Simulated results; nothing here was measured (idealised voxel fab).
Process module in this document: voxel capacitor over wiring
The figure presents cross-section cut, which has a width of 140 nm and is divided into square cells with an edge length of 5 nm.
Cross-section, as written here: a square-cell grid given band by band from the top down, where a band holds one or more rows of cells. Band: top and bottom heights (nm) first, top before bottom; then materials from left to right, widths in nm. "edge to edge" marks a sole material filling the band edge to edge. "empty" denotes empty space. Basically, 0 is our baseline, since under it the wafer straight out of the box is all one material. The bottom band has no lower end and keeps on going down, so it looks like "top 0, no bottom". A width given as "30 to 40" starts at the first number in the band's top row and ends at the second number in its bottom row, shifting by an equal amount at every step from row to row. Reading "nothing was modified" for a step: not a cell of the cross-section changed in it. Closed-off voids of 8+ cells (no open route to the top) go in "Sealed internal voids", written width x height at distance from the left edge, in nm. Heads up: the bit after the settings on a step's line is the simulator's remark on that step. For masked steps, "overlay nm" on the step line gives how far right of plan the mask actually lay; a minus sign means it lay to the left. Structure of the following material. The material consists of pairs of cross-sections. Each pair comprises the cross-section before one process step and the cross-section after that step, the latter shown only down to the lowest band that changed. The step between the cross-sections is specified beneath each pair, including its settings. Pairs are not necessarily consecutive: they may derive from different runs of this module performed on the same starting wafer. Continuity with the pair above is to be assumed only where the entry headed "Incoming profile" of the pair in question states it.
[Incoming profile]
- top 90, bottom 85 | SiO2 35 nm; empty 15 nm; SiO2 90 nm
- top 85, bottom 80 | SiO2 25 nm; TiN 5 nm; SiO2 5 nm; TiN 55 nm; SiO2 50 nm
- top 80, bottom 75 | SiO2 25 nm; SiN 5 nm; TiN 5 nm; SiN 55 nm; SiO2 50 nm
- top 75, bottom 70 | Ru 30 nm; SiN 5 nm; Ru 105 nm
- top 70, bottom 65 | TiN 25 nm; Ru 15 nm; TiN 100 nm
- top 65, bottom 60 | TiN edge to edge
- top 60, bottom 55 | lowk 25 nm; TiN 15 nm; lowk 100 nm
- top 55, bottom 40 | lowk 25 nm; Ru 15 nm; lowk 100 nm
- top 40, bottom 35 | SiCN 25 nm; Ru 15 nm; SiCN 100 nm
- top 35, bottom 20 | lowk 15 nm; Ru 25 nm; lowk 60 nm; Ru 25 nm; lowk 15 nm
- top 20, bottom 15 | lowk 15 nm; TiN 25 nm; lowk 60 nm; TiN 25 nm; lowk 15 nm
- top 15, bottom 0 | SiO2 edge to edge
- top 0, no bottom | Si edge to edge
- Sealed internal voids: none
[Cross-Section Thereafter]
- top 95, bottom 90 | TiN 40 nm; empty 5 nm; TiN 95 nm
- top 90, bottom 85 | SiO2 35 nm; TiN 15 nm; SiO2 90 nm
- At heights below 85, the structure remains unaltered.
- Sealed internal voids: none
Which operation links the two cross-sections above? op CONFORMAL_DEP | material TiN | thk nm 5
Incoming profile: this step begins from the cross-section that the pair just above shows after its step.
[Cross-Section Thereafter]
- top 105, bottom 95 | Ru edge to edge
- top 95, bottom 90 | TiN 40 nm; Ru 5 nm; TiN 95 nm
- At heights below 90, the structure remains unaltered.
- Sealed internal voids: none
Which operation links the two cross-sections above? op FILL_DEP | material Ru | thk nm 10
Incoming profile: this step begins from the cross-section that the pair just above shows after its step.
[Cross-Section Thereafter]
- top 90, bottom 85 | SiO2 35 nm; TiN 15 nm; SiO2 90 nm
- At heights below 85, the structure remains unaltered.
- Sealed internal voids: none
Which operation links the two cross-sections above? op CMP | height nm 90
Incoming profile: this step begins from the cross-section that the pair just above shows after its step.
[Cross-Section Thereafter]
- top 95, bottom 90 | SiCN edge to edge
- At heights below 90, the structure remains unaltered.
- Sealed internal voids: none
Which operation links the two cross-sections above? op CONFORMAL_DEP | material SiCN | thk nm 5
[Incoming profile]
- top 0, no bottom | Si edge to edge
- Sealed internal voids: none
[Cross-Section Thereafter]
- top 10, bottom 0 | SiO2 edge to edge
- At heights below 0, the structure remains unaltered.
- Sealed internal voids: none
Which operation links the two cross-sections above? op CONFORMAL_DEP | material SiO2 | thk nm 10
Incoming profile: this step begins from the cross-section that the pair just above shows after its step.
[Cross-Section Thereafter]
- top 15, bottom 10 | TiN edge to edge
- At heights below 10, the structure remains unaltered.
- Sealed internal voids: none
Which operation links the two cross-sections above? op DIRECTIONAL_DEP | material TiN | thk nm 5
Incoming profile: this step begins from the cross-section that the pair just above shows after its step.
[Cross-Section Thereafter]
- top 30, bottom 15 | Ru edge to edge
- At heights below 15, the structure remains unaltered.
- Sealed internal voids: none
Which operation links the two cross-sections above? op DIRECTIONAL_DEP | material Ru | thk nm 15
Incoming profile: this step begins from the cross-section that the pair just above shows after its step.
[Cross-Section Thereafter]
- top 45, bottom 30 | empty 15 nm; resist 25 nm; empty 60 nm; resist 25 nm; empty 15 nm
- At heights below 30, the structure remains unaltered.
- Sealed internal voids: none
Which operation links the two cross-sections above? op PATTERN | tone cover | mask id METAL_1 | material resist | width nm 25 | pitch nm 85 | thk nm 15 | overlay nm 0
Incoming profile: this step begins from the cross-section that the pair just above shows after its step.
[Cross-Section Thereafter]
- top 45, bottom 30 | empty 15 nm; resist 25 nm; empty 60 nm; resist 25 nm; empty 15 nm
- top 30, bottom 15 | empty 15 nm; Ru 25 nm; empty 60 nm; Ru 25 nm; empty 15 nm
- At heights below 15, the structure remains unaltered.
- Sealed internal voids: none
Which operation links the two cross-sections above? op DIRECTIONAL_ETCH | etch materials Ru | depth nm 15
Incoming profile: this step begins from the cross-section that the pair just above shows after its step.
[Cross-Section Thereafter]
- top 45, bottom 30 | empty 15 nm; resist 25 nm; empty 60 nm; resist 25 nm; empty 15 nm
- top 30, bottom 15 | empty 15 nm; Ru 25 nm; empty 60 nm; Ru 25 nm; empty 15 nm
- top 15, bottom 10 | empty 15 nm; TiN 25 nm; empty 60 nm; TiN 25 nm; empty 15 nm
- At heights below 10, the structure remains unaltered.
- Sealed internal voids: none
Which operation links the two cross-sections above? op DIRECTIONAL_ETCH | etch materials TiN | depth nm 5
Incoming profile: this step begins from the cross-section that the pair just above shows after its step.
[Cross-Section Thereafter]
- top 30, bottom 15 | empty 15 nm; Ru 25 nm; empty 60 nm; Ru 25 nm; empty 15 nm
- At heights below 15, the structure remains unaltered.
- Sealed internal voids: none
Which operation links the two cross-sections above? op STRIP | etch materials resist
Incoming profile: this step begins from the cross-section that the pair just above shows after its step.
[Cross-Section Thereafter]
- top 40, bottom 30 | lowk edge to edge
- top 30, bottom 15 | lowk 15 nm; Ru 25 nm; lowk 60 nm; Ru 25 nm; lowk 15 nm
- top 15, bottom 10 | lowk 15 nm; TiN 25 nm; lowk 60 nm; TiN 25 nm; lowk 15 nm
- At heights below 10, the structure remains unaltered.
- Sealed internal voids: none
Which operation links the two cross-sections above? op FILL_DEP | material lowk | thk nm 10
Incoming profile: this step begins from the cross-section that the pair just above shows after its step.
[Cross-Section Thereafter]
- top 35, bottom 30 | lowk edge to edge
- At heights below 30, the structure remains unaltered.
- Sealed internal voids: none
Which operation links the two cross-sections above? op CMP | height nm 35
Incoming profile: this step begins from the cross-section that the pair just above shows after its step.
[Cross-Section Thereafter]
- top 40, bottom 35 | SiCN edge to edge
- At heights below 35, the structure remains unaltered.
- Sealed internal voids: none
Which operation links the two cross-sections above? op CONFORMAL_DEP | material SiCN | thk nm 5
Incoming profile: this step begins from the cross-section that the pair just above shows after its step.
[Cross-Section Thereafter]
- top 60, bottom 40 | lowk edge to edge
- At heights below 40, the structure remains unaltered.
- Sealed internal voids: none
Which operation links the two cross-sections above? op DIRECTIONAL_DEP | material lowk | thk nm 20
Incoming profile: this step begins from the cross-section that the pair just above shows after its step.
[Cross-Section Thereafter]
- top 75, bottom 60 | resist 25 nm; empty 15 nm; resist 100 nm
- At heights below 60, the structure remains unaltered.
- Sealed internal voids: none
Which operation links the two cross-sections above? op PATTERN | tone open | mask id PLUG_1 | material resist | width nm 15 | thk nm 15 | overlay nm 0
Incoming profile: this step begins from the cross-section that the pair just above shows after its step.
[Cross-Section Thereafter]
- top 75, bottom 60 | resist 25 nm; empty 15 nm; resist 100 nm
- top 60, bottom 40 | lowk 25 nm; empty 15 nm; lowk 100 nm
- At heights below 40, the structure remains unaltered.
- Sealed internal voids: none
Which operation links the two cross-sections above? op DIRECTIONAL_ETCH | etch materials lowk | depth nm 20
Incoming profile: this step begins from the cross-section that the pair just above shows after its step.
[Cross-Section Thereafter]
- top 75, bottom 60 | resist 25 nm; empty 15 nm; resist 100 nm
- top 60, bottom 40 | lowk 25 nm; empty 15 nm; lowk 100 nm
- top 40, bottom 35 | SiCN 25 nm; empty 15 nm; SiCN 100 nm
- At heights below 35, the structure remains unaltered.
- Sealed internal voids: none
Which operation links the two cross-sections above? op DIRECTIONAL_ETCH | etch materials SiCN | depth nm 5
Incoming profile: this step begins from the cross-section that the pair just above shows after its step.
[Cross-Section Thereafter]
- top 60, bottom 40 | lowk 25 nm; empty 15 nm; lowk 100 nm
- At heights below 40, the structure remains unaltered.
- Sealed internal voids: none
Which operation links the two cross-sections above? op STRIP | etch materials resist
Incoming profile: this step begins from the cross-section that the pair just above shows after its step.
[Cross-Section Thereafter]
- top 70, bottom 60 | TiN 25 nm; empty 15 nm; TiN 100 nm
- top 60, bottom 45 | lowk 25 nm; empty 15 nm; lowk 100 nm
- top 45, bottom 40 | lowk 25 nm; TiN 15 nm; lowk 100 nm
- top 40, bottom 35 | SiCN 25 nm; TiN 15 nm; SiCN 100 nm
- At heights below 35, the structure remains unaltered.
- Sealed internal voids: none
Which operation links the two cross-sections above? op DIRECTIONAL_DEP | material TiN | thk nm 10
Incoming profile: this step begins from the cross-section that the pair just above shows after its step.
[Cross-Section Thereafter]
- top 75, bottom 70 | SiN 25 nm; empty 15 nm; SiN 100 nm
- top 70, bottom 60 | TiN 25 nm; empty 15 nm; TiN 100 nm
- top 60, bottom 50 | lowk 25 nm; empty 15 nm; lowk 100 nm
- top 50, bottom 45 | lowk 25 nm; SiN 15 nm; lowk 100 nm
- At heights below 45, the structure remains unaltered.
- Sealed internal voids: none
Which operation links the two cross-sections above? op DIRECTIONAL_DEP | material SiN | thk nm 5
Incoming profile: this step begins from the cross-section that the pair just above shows after its step.
[Cross-Section Thereafter]
- top 80, bottom 75 | TiN 25 nm; empty 15 nm; TiN 100 nm
- top 75, bottom 70 | SiN 25 nm; empty 15 nm; SiN 100 nm
- top 70, bottom 60 | TiN 25 nm; empty 15 nm; TiN 100 nm
- top 60, bottom 55 | lowk 25 nm; empty 15 nm; lowk 100 nm
- top 55, bottom 50 | lowk 25 nm; TiN 15 nm; lowk 100 nm
- At heights below 50, the structure remains unaltered.
- Sealed internal voids: none
Which operation links the two cross-sections above? op DIRECTIONAL_DEP | material TiN | thk nm 5
Incoming profile: this step begins from the cross-section that the pair just above shows after its step.
[Cross-Section Thereafter]
- top 80, bottom 75 | empty 40 nm; TiN 50 nm; empty 50 nm
- At heights below 75, the structure remains unaltered.
- Sealed internal voids: none
Which operation links the two cross-sections above? op MASKED_ETCH | tone cover | mask id UPPER_PLATE | width nm 65 | etch materials TiN | depth nm 5 | overlay nm 0
Incoming profile: this step begins from the cross-section that the pair just above shows after its step.
[Cross-Section Thereafter]
- top 80, bottom 75 | empty 40 nm; TiN 50 nm; empty 50 nm
- top 75, bottom 70 | empty 40 nm; SiN 50 nm; empty 50 nm
- At heights below 70, the structure remains unaltered.
- Sealed internal voids: none
Which operation links the two cross-sections above? op MASKED_ETCH | tone cover | mask id UPPER_PLATE | width nm 65 | etch materials SiN | depth nm 5 | overlay nm 0
Incoming profile: this step begins from the cross-section that the pair just above shows after its step.
[Cross-Section Thereafter]
- top 80, bottom 75 | empty 40 nm; TiN 50 nm; empty 50 nm
- top 75, bottom 70 | empty 40 nm; SiN 50 nm; empty 50 nm
- top 70, bottom 60 | empty 20 nm; TiN 5 nm; empty 15 nm; TiN 55 nm; empty 45 nm
- At heights below 60, the structure remains unaltered.
- Sealed internal voids: none
Which operation links the two cross-sections above? op MASKED_ETCH | tone cover | mask id LOWER_PLATE | width nm 75 | etch materials TiN | depth nm 10 | overlay nm 0
Incoming profile: this step begins from the cross-section that the pair just above shows after its step.
[Cross-Section Thereafter]
- top 95, bottom 80 | SiO2 edge to edge
- top 80, bottom 75 | SiO2 40 nm; TiN 50 nm; SiO2 50 nm
- top 75, bottom 70 | SiO2 40 nm; SiN 50 nm; SiO2 50 nm
- top 70, bottom 60 | SiO2 20 nm; TiN 5 nm; SiO2 15 nm; TiN 55 nm; SiO2 45 nm
- top 60, bottom 55 | lowk 25 nm; SiO2 15 nm; lowk 100 nm
- At heights below 55, the structure remains unaltered.
- Sealed internal voids: none
Which operation links the two cross-sections above? op FILL_DEP | material SiO2 | thk nm 15
Incoming profile: this step begins from the cross-section that the pair just above shows after its step.
[Cross-Section Thereafter]
- top 90, bottom 80 | SiO2 edge to edge
- At heights below 80, the structure remains unaltered.
- Sealed internal voids: none
Which operation links the two cross-sections above? op CMP | height nm 90
Incoming profile: this step begins from the cross-section that the pair just above shows after its step.
[Cross-Section Thereafter]
- top 90, bottom 80 | SiO2 35 nm; empty 15 nm; SiO2 90 nm
- At heights below 80, the structure remains unaltered.
- Sealed internal voids: none
Which operation links the two cross-sections above? op MASKED_ETCH | tone open | mask id PLUG_2 | width nm 15 | etch materials SiO2 | depth nm 10 | overlay nm 0
Incoming profile: this step begins from the cross-section that the pair just above shows after its step.
[Cross-Section Thereafter]
- top 95, bottom 90 | TiN 40 nm; empty 5 nm; TiN 95 nm
- top 90, bottom 85 | SiO2 35 nm; TiN 5 nm; empty 5 nm; TiN 5 nm; SiO2 90 nm
- top 85, bottom 75 | SiO2 35 to 40 nm; TiN 15 to 50 nm; SiO2 90 to 50 nm
- At heights below 75, the structure remains unaltered.
- Sealed internal voids: none
Which operation links the two cross-sections above? op CONFORMAL_DEP | material TiN | thk nm 5
Incoming profile: this step begins from the cross-section that the pair just above shows after its step.
[Cross-Section Thereafter]
- top 105, bottom 95 | Ru edge to edge
- top 95, bottom 90 | TiN 40 nm; Ru 5 nm; TiN 95 nm
- top 90, bottom 85 | SiO2 35 nm; TiN 5 nm; Ru 5 nm; TiN 5 nm; SiO2 90 nm
- At heights below 85, the structure remains unaltered.
- Sealed internal voids: none
Which operation links the two cross-sections above? op FILL_DEP | material Ru | thk nm 10
Incoming profile: this step begins from the cross-section that the pair just above shows after its step.
[Cross-Section Thereafter]
- top 90, bottom 85 | SiO2 35 nm; TiN 5 nm; Ru 5 nm; TiN 5 nm; SiO2 90 nm
- At heights below 85, the structure remains unaltered.
- Sealed internal voids: none
Which operation links the two cross-sections above? op CMP | height nm 90
Incoming profile: this step begins from the cross-section that the pair just above shows after its step.
[Cross-Section Thereafter]
- top 95, bottom 90 | SiCN edge to edge
- At heights below 90, the structure remains unaltered.
- Sealed internal voids: none
Which operation links the two cross-sections above? op CONFORMAL_DEP | material SiCN | thk nm 5
[Incoming profile]
- top 80, bottom 75 | TiN edge to edge
- top 75, bottom 70 | SiN edge to edge
- top 70, bottom 60 | TiN edge to edge
- top 60, bottom 40 | lowk 25 nm; Ru 15 nm; lowk 100 nm
- top 40, bottom 35 | SiCN 25 nm; Ru 15 nm; SiCN 100 nm
- top 35, bottom 20 | lowk 15 nm; Ru 25 nm; lowk 60 nm; Ru 25 nm; lowk 15 nm
- top 20, bottom 15 | lowk 15 nm; TiN 25 nm; lowk 60 nm; TiN 25 nm; lowk 15 nm
- top 15, bottom 0 | SiO2 edge to edge
- top 0, no bottom | Si edge to edge
- Sealed internal voids: none
[Cross-Section Thereafter]
- top 80, bottom 75 | empty 30 nm; TiN 55 nm; empty 55 nm
- At heights below 75, the structure remains unaltered.
- Sealed internal voids: none
Which operation links the two cross-sections above? op MASKED_ETCH | tone cover | mask id UPPER_PLATE | width nm 55 | etch materials TiN | depth nm 5 | overlay nm 0
Incoming profile: this step begins from the cross-section that the pair just above shows after its step.
[Cross-Section Thereafter]
- top 80, bottom 75 | empty 30 nm; TiN 55 nm; empty 55 nm
- top 75, bottom 70 | empty 25 nm; SiN 65 nm; empty 50 nm
- At heights below 70, the structure remains unaltered.
- Sealed internal voids: none
Which operation links the two cross-sections above? op MASKED_ETCH | tone cover | mask id UPPER_PLATE | width nm 65 | etch materials SiN | depth nm 5 | overlay nm 0
Incoming profile: this step begins from the cross-section that the pair just above shows after its step.
[Cross-Section Thereafter]
- top 80, bottom 75 | empty 30 nm; TiN 55 nm; empty 55 nm
- top 75, bottom 70 | empty 25 nm; SiN 65 nm; empty 50 nm
- top 70, bottom 60 | empty 20 nm; TiN 75 nm; empty 45 nm
- At heights below 60, the structure remains unaltered.
- Sealed internal voids: none
Which operation links the two cross-sections above? op MASKED_ETCH | tone cover | mask id LOWER_PLATE | width nm 75 | etch materials TiN | depth nm 10 | overlay nm 0
Incoming profile: this step begins from the cross-section that the pair just above shows after its step.
[Cross-Section Thereafter]
- top 95, bottom 80 | SiO2 edge to edge
- top 80, bottom 75 | SiO2 30 nm; TiN 55 nm; SiO2 55 nm
- top 75, bottom 70 | SiO2 25 nm; SiN 65 nm; SiO2 50 nm
- top 70, bottom 60 | SiO2 20 nm; TiN 75 nm; SiO2 45 nm
- At heights below 60, the structure remains unaltered.
- Sealed internal voids: none
Which operation links the two cross-sections above? op FILL_DEP | material SiO2 | thk nm 15
Incoming profile: this step begins from the cross-section that the pair just above shows after its step.
[Cross-Section Thereafter]
- top 90, bottom 80 | SiO2 edge to edge
- At heights below 80, the structure remains unaltered.
- Sealed internal voids: none
Which operation links the two cross-sections above? op CMP | height nm 90
Incoming profile: this step begins from the cross-section that the pair just above shows after its step.
[Cross-Section Thereafter]
- top 90, bottom 80 | SiO2 35 nm; empty 15 nm; SiO2 90 nm
- At heights below 80, the structure remains unaltered.
- Sealed internal voids: none
Which operation links the two cross-sections above? op MASKED_ETCH | tone open | mask id PLUG_2 | width nm 15 | etch materials SiO2 | depth nm 10 | overlay nm 0
Incoming profile: this step begins from the cross-section that the pair just above shows after its step.
[Cross-Section Thereafter]
- top 95, bottom 90 | TiN 40 nm; empty 5 nm; TiN 95 nm
- top 90, bottom 85 | SiO2 35 nm; TiN 5 nm; empty 5 nm; TiN 5 nm; SiO2 90 nm
- top 85, bottom 75 | SiO2 35 to 30 nm; TiN 15 to 55 nm; SiO2 90 to 55 nm
- At heights below 75, the structure remains unaltered.
- Sealed internal voids: none
Which operation links the two cross-sections above? op CONFORMAL_DEP | material TiN | thk nm 5
Incoming profile: this step begins from the cross-section that the pair just above shows after its step.
[Cross-Section Thereafter]
- top 105, bottom 95 | Ru edge to edge
- top 95, bottom 90 | TiN 40 nm; Ru 5 nm; TiN 95 nm
- top 90, bottom 85 | SiO2 35 nm; TiN 5 nm; Ru 5 nm; TiN 5 nm; SiO2 90 nm
- At heights below 85, the structure remains unaltered.
- Sealed internal voids: none
Which operation links the two cross-sections above? op FILL_DEP | material Ru | thk nm 10
Incoming profile: this step begins from the cross-section that the pair just above shows after its step.
[Cross-Section Thereafter]
- top 90, bottom 85 | SiO2 35 nm; TiN 5 nm; Ru 5 nm; TiN 5 nm; SiO2 90 nm
- At heights below 85, the structure remains unaltered.
- Sealed internal voids: none
Which operation links the two cross-sections above? op CMP | height nm 90
Incoming profile: this step begins from the cross-section that the pair just above shows after its step.
[Cross-Section Thereafter]
- top 95, bottom 90 | SiCN edge to edge
- At heights below 90, the structure remains unaltered.
- Sealed internal voids: none
Which operation links the two cross-sections above? op CONFORMAL_DEP | material SiCN | thk nm 5
[Incoming profile]
- top 80, bottom 75 | empty 25 nm; TiN 65 nm; empty 50 nm
- top 75, bottom 70 | SiN edge to edge
- top 70, bottom 60 | TiN edge to edge
- top 60, bottom 40 | lowk 25 nm; Ru 15 nm; lowk 100 nm
- top 40, bottom 35 | SiCN 25 nm; Ru 15 nm; SiCN 100 nm
- top 35, bottom 20 | lowk 15 nm; Ru 25 nm; lowk 60 nm; Ru 25 nm; lowk 15 nm
- top 20, bottom 15 | lowk 15 nm; TiN 25 nm; lowk 60 nm; TiN 25 nm; lowk 15 nm
- top 15, bottom 0 | SiO2 edge to edge
- top 0, no bottom | Si edge to edge
- Sealed internal voids: none
[Cross-Section Thereafter]
- top 80, bottom 75 | empty 25 nm; TiN 65 nm; empty 50 nm
- top 75, bottom 70 | empty 15 nm; SiN 75 nm; empty 50 nm
- At heights below 70, the structure remains unaltered.
- Sealed internal voids: none
Which operation links the two cross-sections above? op MASKED_ETCH | tone cover | mask id UPPER_PLATE | width nm 65 | etch materials SiN | depth nm 5 | overlay nm -10
Incoming profile: this step begins from the cross-section that the pair just above shows after its step.
[Cross-Section Thereafter]
- top 80, bottom 75 | empty 25 nm; TiN 65 nm; empty 50 nm
- top 75, bottom 70 | empty 15 nm; SiN 75 nm; empty 50 nm
- top 70, bottom 60 | empty 15 nm; TiN 80 nm; empty 45 nm
- At heights below 60, the structure remains unaltered.
- Sealed internal voids: none
Which operation links the two cross-sections above? op MASKED_ETCH | tone cover | mask id LOWER_PLATE | width nm 75 | etch materials TiN | depth nm 10 | overlay nm 0
Incoming profile: this step begins from the cross-section that the pair just above shows after its step.
[Cross-Section Thereafter]
- top 95, bottom 80 | SiO2 edge to edge
- top 80, bottom 75 | SiO2 25 nm; TiN 65 nm; SiO2 50 nm
- top 75, bottom 70 | SiO2 15 nm; SiN 75 nm; SiO2 50 nm
- top 70, bottom 60 | SiO2 15 nm; TiN 80 nm; SiO2 45 nm
- At heights below 60, the structure remains unaltered.
- Sealed internal voids: none
Which operation links the two cross-sections above? op FILL_DEP | material SiO2 | thk nm 15
Incoming profile: this step begins from the cross-section that the pair just above shows after its step.
[Cross-Section Thereafter]
- top 90, bottom 80 | SiO2 edge to edge
- At heights below 80, the structure remains unaltered.
- Sealed internal voids: none
Which operation links the two cross-sections above? op CMP | height nm 90
Incoming profile: this step begins from the cross-section that the pair just above shows after its step.
[Cross-Section Thereafter]
- top 90, bottom 80 | SiO2 35 nm; empty 15 nm; SiO2 90 nm
- At heights below 80, the structure remains unaltered.
- Sealed internal voids: none
Which operation links the two cross-sections above? op MASKED_ETCH | tone open | mask id PLUG_2 | width nm 15 | etch materials SiO2 | depth nm 10 | overlay nm 0
Incoming profile: this step begins from the cross-section that the pair just above shows after its step.
[Cross-Section Thereafter]
- top 95, bottom 90 | TiN 40 nm; empty 5 nm; TiN 95 nm
- top 90, bottom 85 | SiO2 35 nm; TiN 5 nm; empty 5 nm; TiN 5 nm; SiO2 90 nm
- top 85, bottom 75 | SiO2 35 to 25 nm; TiN 15 to 65 nm; SiO2 90 to 50 nm
- At heights below 75, the structure remains unaltered.
- Sealed internal voids: none
Which operation links the two cross-sections above? op CONFORMAL_DEP | material TiN | thk nm 5
Incoming profile: this step begins from the cross-section that the pair just above shows after its step.
[Cross-Section Thereafter]
- top 105, bottom 95 | Ru edge to edge
- top 95, bottom 90 | TiN 40 nm; Ru 5 nm; TiN 95 nm
- top 90, bottom 85 | SiO2 35 nm; TiN 5 nm; Ru 5 nm; TiN 5 nm; SiO2 90 nm
- At heights below 85, the structure remains unaltered.
- Sealed internal voids: none
Which operation links the two cross-sections above? op FILL_DEP | material Ru | thk nm 10
Incoming profile: this step begins from the cross-section that the pair just above shows after its step.
[Cross-Section Thereafter]
- top 90, bottom 85 | SiO2 35 nm; TiN 5 nm; Ru 5 nm; TiN 5 nm; SiO2 90 nm
- At heights below 85, the structure remains unaltered.
- Sealed internal voids: none
Which operation links the two cross-sections above? op CMP | height nm 90
Incoming profile: this step begins from the cross-section that the pair just above shows after its step.
[Cross-Section Thereafter]
- top 95, bottom 90 | SiCN edge to edge
- At heights below 90, the structure remains unaltered.
- Sealed internal voids: none
Which operation links the two cross-sections above? op CONFORMAL_DEP | material SiCN | thk nm 5
[Incoming profile]
- top 75, bottom 70 | SiN edge to edge
- top 70, bottom 60 | TiN edge to edge
- top 60, bottom 40 | lowk 25 nm; Ru 15 nm; lowk 100 nm
- top 40, bottom 35 | SiCN 25 nm; Ru 15 nm; SiCN 100 nm
- top 35, bottom 20 | lowk 15 nm; Ru 25 nm; lowk 60 nm; Ru 25 nm; lowk 15 nm
- top 20, bottom 15 | lowk 15 nm; TiN 25 nm; lowk 60 nm; TiN 25 nm; lowk 15 nm
- top 15, bottom 0 | SiO2 edge to edge
- top 0, no bottom | Si edge to edge
- Sealed internal voids: none
[Cross-Section Thereafter]
- top 80, bottom 75 | SiO2 edge to edge
- At heights below 75, the structure remains unaltered.
- Sealed internal voids: none
Which operation links the two cross-sections above? op DIRECTIONAL_DEP | material SiO2 | thk nm 5
Incoming profile: this step begins from the cross-section that the pair just above shows after its step.
[Cross-Section Thereafter]
- top 95, bottom 75 | SiO2 edge to edge
- At heights below 75, the structure remains unaltered.
- Sealed internal voids: none
Which operation links the two cross-sections above? op FILL_DEP | material SiO2 | thk nm 15
Incoming profile: this step begins from the cross-section that the pair just above shows after its step.
[Cross-Section Thereafter]
- top 90, bottom 75 | SiO2 edge to edge
- At heights below 75, the structure remains unaltered.
- Sealed internal voids: none
Which operation links the two cross-sections above? op CMP | height nm 90
Incoming profile: this step begins from the cross-section that the pair just above shows after its step.
[Cross-Section Thereafter]
- top 90, bottom 80 | SiO2 35 nm; empty 15 nm; SiO2 90 nm
- At heights below 80, the structure remains unaltered.
- Sealed internal voids: none
Which operation links the two cross-sections above? op MASKED_ETCH | tone open | mask id PLUG_2 | width nm 15 | etch materials SiO2 | depth nm 10 | overlay nm 0
Incoming profile: this step begins from the cross-section that the pair just above shows after its step.
[Cross-Section Thereafter]
- top 95, bottom 90 | TiN 40 nm; empty 5 nm; TiN 95 nm
- top 90, bottom 85 | SiO2 35 nm; TiN 5 nm; empty 5 nm; TiN 5 nm; SiO2 90 nm
- top 85, bottom 80 | SiO2 35 nm; TiN 15 nm; SiO2 90 nm
- At heights below 80, the structure remains unaltered.
- Sealed internal voids: none
Which operation links the two cross-sections above? op CONFORMAL_DEP | material TiN | thk nm 5
Incoming profile: this step begins from the cross-section that the pair just above shows after its step.
[Cross-Section Thereafter]
- top 105, bottom 95 | Ru edge to edge
- top 95, bottom 90 | TiN 40 nm; Ru 5 nm; TiN 95 nm
- top 90, bottom 85 | SiO2 35 nm; TiN 5 nm; Ru 5 nm; TiN 5 nm; SiO2 90 nm
- At heights below 85, the structure remains unaltered.
- Sealed internal voids: none
Which operation links the two cross-sections above? op FILL_DEP | material Ru | thk nm 10
Incoming profile: this step begins from the cross-section that the pair just above shows after its step.
[Cross-Section Thereafter]
- top 90, bottom 85 | SiO2 35 nm; TiN 5 nm; Ru 5 nm; TiN 5 nm; SiO2 90 nm
- At heights below 85, the structure remains unaltered.
- Sealed internal voids: none
Which operation links the two cross-sections above? op CMP | height nm 90
Incoming profile: this step begins from the cross-section that the pair just above shows after its step.
[Cross-Section Thereafter]
- top 95, bottom 90 | SiCN edge to edge
- At heights below 90, the structure remains unaltered.
- Sealed internal voids: none
Which operation links the two cross-sections above? op CONFORMAL_DEP | material SiCN | thk nm 5
[Incoming profile]
- top 80, bottom 75 | TiN edge to edge
- top 75, bottom 70 | SiN edge to edge
- top 70, bottom 60 | TiN edge to edge
- top 60, bottom 40 | lowk 25 nm; Ru 15 nm; lowk 100 nm
- top 40, bottom 35 | SiCN 25 nm; Ru 15 nm; SiCN 100 nm
- top 35, bottom 20 | lowk 15 nm; Ru 25 nm; lowk 60 nm; Ru 25 nm; lowk 15 nm
- top 20, bottom 15 | lowk 15 nm; TiN 25 nm; lowk 60 nm; TiN 25 nm; lowk 15 nm
- top 15, bottom 0 | SiO2 edge to edge
- top 0, no bottom | Si edge to edge
- Sealed internal voids: none
[Cross-Section Thereafter]
- top 80, bottom 75 | TiN 25 nm; empty 65 nm; TiN 50 nm
- At heights below 75, the structure remains unaltered.
- Sealed internal voids: none
Which operation links the two cross-sections above? op MASKED_ETCH | tone open | mask id UPPER_PLATE | width nm 65 | etch materials TiN | depth nm 5 | overlay nm 0
Incoming profile: this step begins from the cross-section that the pair just above shows after its step.
[Cross-Section Thereafter]
- top 80, bottom 75 | empty 20 nm; TiN 5 nm; empty 65 nm; TiN 5 nm; empty 45 nm
- At heights below 75, the structure remains unaltered.
- Sealed internal voids: none
Which operation links the two cross-sections above? op MASKED_ETCH | tone cover | mask id LOWER_PLATE | width nm 75 | etch materials TiN | depth nm 10 | overlay nm 0
Incoming profile: this step begins from the cross-section that the pair just above shows after its step.
[Cross-Section Thereafter]
- top 95, bottom 80 | SiO2 edge to edge
- top 80, bottom 75 | SiO2 20 nm; TiN 5 nm; SiO2 65 nm; TiN 5 nm; SiO2 45 nm
- At heights below 75, the structure remains unaltered.
- Sealed internal voids: none
Which operation links the two cross-sections above? op FILL_DEP | material SiO2 | thk nm 15
Incoming profile: this step begins from the cross-section that the pair just above shows after its step.
[Cross-Section Thereafter]
- top 90, bottom 80 | SiO2 edge to edge
- At heights below 80, the structure remains unaltered.
- Sealed internal voids: none
Which operation links the two cross-sections above? op CMP | height nm 90
Incoming profile: this step begins from the cross-section that the pair just above shows after its step.
[Cross-Section Thereafter]
- top 90, bottom 80 | SiO2 35 nm; empty 15 nm; SiO2 90 nm
- At heights below 80, the structure remains unaltered.
- Sealed internal voids: none
Which operation links the two cross-sections above? op MASKED_ETCH | tone open | mask id PLUG_2 | width nm 15 | etch materials SiO2 | depth nm 10 | overlay nm 0
Incoming profile: this step begins from the cross-section that the pair just above shows after its step.
[Cross-Section Thereafter]
- top 95, bottom 90 | TiN 40 nm; empty 5 nm; TiN 95 nm
- top 90, bottom 85 | SiO2 35 nm; TiN 5 nm; empty 5 nm; TiN 5 nm; SiO2 90 nm
- top 85, bottom 80 | SiO2 35 nm; TiN 15 nm; SiO2 90 nm
- At heights below 80, the structure remains unaltered.
- Sealed internal voids: none
Which operation links the two cross-sections above? op CONFORMAL_DEP | material TiN | thk nm 5
Incoming profile: this step begins from the cross-section that the pair just above shows after its step.
[Cross-Section Thereafter]
- top 105, bottom 95 | Ru edge to edge
- top 95, bottom 90 | TiN 40 nm; Ru 5 nm; TiN 95 nm
- top 90, bottom 85 | SiO2 35 nm; TiN 5 nm; Ru 5 nm; TiN 5 nm; SiO2 90 nm
- At heights below 85, the structure remains unaltered.
- Sealed internal voids: none
Which operation links the two cross-sections above? op FILL_DEP | material Ru | thk nm 10
